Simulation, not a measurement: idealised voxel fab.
process module | voxel air gaps
cross-section cut | 170 nm wide | cells 5 nm
A cross-section is a grid of square cells, given in bands from the top down. A band is one or more rows of cells.
Each band's line starts with the height of the band's top and of its bottom, in nm. Then come its materials from left to right, each with its width in nm. One material with "throughout" fills the band from edge to edge. "air" is empty space.
Height 0 is the level under which the wafer as received is all one material. The lowest band goes on downwards, as in "0 down".
A width such as "30 to 40" changes by the same amount from each row of cells to the next, from the band's top row to its bottom row.
"no change" after a step means that no cell of the cross-section changed.
closed voids: empty space of 8 cells or more with no open way to the top, each as width x height at its distance from the left edge, in nm
after a step's settings: what the simulator itself notes on the step
overlay nm, on a step with a mask: how far to the right of its planned place the mask lay; to the left if negative
plan
1 op RECEIVE | material Si
2 op CONFORMAL_DEP | material SiO2 | thk nm 15
3 op CONFORMAL_DEP | material SiN | thk nm 5
4 op DIRECTIONAL_DEP | material SiO2 | thk nm 40
5 op MASKED_ETCH | tone open | mask id LINES | width nm 25 | pitch nm 50 | etch materials SiO2 | depth nm 40 | overlay nm 0
6 op CONFORMAL_DEP | material TiN | thk nm 5
7 op FILL_DEP | material W | thk nm 5
8 op CMP | height nm 60
9 op EPI | material Ru | thk nm 10
10 op SELECTIVE_ETCH | etch materials SiO2 | depth nm 50
11 op CONFORMAL_DEP | material SiCN | thk nm 5
as received, after step 1
  0 down: Si throughout
  closed voids: none
first wafer at the end, as planned
  75 to 70: air 5 | SiCN 155 | air 10
  70 to 60: air 5 | SiCN 5 | Ru 45 | SiCN 5 | Ru 45 | SiCN 5 | Ru 45 | SiCN 5 | air 10
  60 to 55: air 5 | SiCN 15 | TiN 5 | W 15 | TiN 5 | SiCN 25 | TiN 5 | W 15 | TiN 5 | SiCN 25 | TiN 5 | W 15 | TiN 5 | SiCN 15 | air 10
  55 to 25: air 15 | SiCN 5 | TiN 5 | W 15 | TiN 5 | SiCN 5 | air 15 | SiCN 5 | TiN 5 | W 15 | TiN 5 | SiCN 5 | air 15 | SiCN 5 | TiN 5 | W 15 | TiN 5 | SiCN 5 | air 20
  25 to 20: SiCN 20 | TiN 25 | SiCN 25 | TiN 25 | SiCN 25 | TiN 25 | SiCN 25
  20 to 15: SiN throughout
  15 to 0: SiO2 throughout
  0 down: Si throughout
  closed voids: 15 x 30 at 50; 15 x 30 at 100
second wafer at the end: like start, like plan, one mistake
  75 to 70: air 5 | SiCN 155 | air 10
  70 to 60: air 5 | SiCN 5 | Ru 45 | SiCN 5 | Ru 45 | SiCN 5 | Ru 45 | SiCN 5 | air 10
  60 to 55: air 5 | SiCN 15 | TiN 5 | W 15 | TiN 5 | SiCN 25 | TiN 5 | W 15 | TiN 5 | SiCN 25 | TiN 5 | W 15 | TiN 5 | SiCN 15 | air 10
  55 to 25: air 15 | SiCN 5 | TiN 5 | W 15 | TiN 5 | SiCN 5 | air 15 | SiCN 5 | TiN 5 | W 15 | TiN 5 | SiCN 5 | air 15 | SiCN 5 | TiN 5 | W 15 | TiN 5 | SiCN 5 | air 20
  25 to 20: air 15 | SiCN 5 | TiN 25 | SiCN 5 | air 15 | SiCN 5 | TiN 25 | SiCN 5 | air 15 | SiCN 5 | TiN 25 | SiCN 5 | air 20
  20 to 15: air 15 | SiCN 15 | SiO2 5 | SiCN 15 | air 15 | SiCN 15 | SiO2 5 | SiCN 15 | air 15 | SiCN 15 | SiO2 5 | SiCN 15 | air 20
  15 to 10: SiCN 30 | SiO2 5 | SiCN 45 | SiO2 5 | SiCN 45 | SiO2 5 | SiCN 35
  10 to 5: SiO2 throughout
  5 to 0: SiN throughout
  0 down: Si throughout
  closed voids: 15 x 40 at 50; 15 x 40 at 100
what went wrong: steps 2 and 3 were swapped
at the end the second wafer has, in cells: 36 more of SiCN | 62 fewer of SiO2
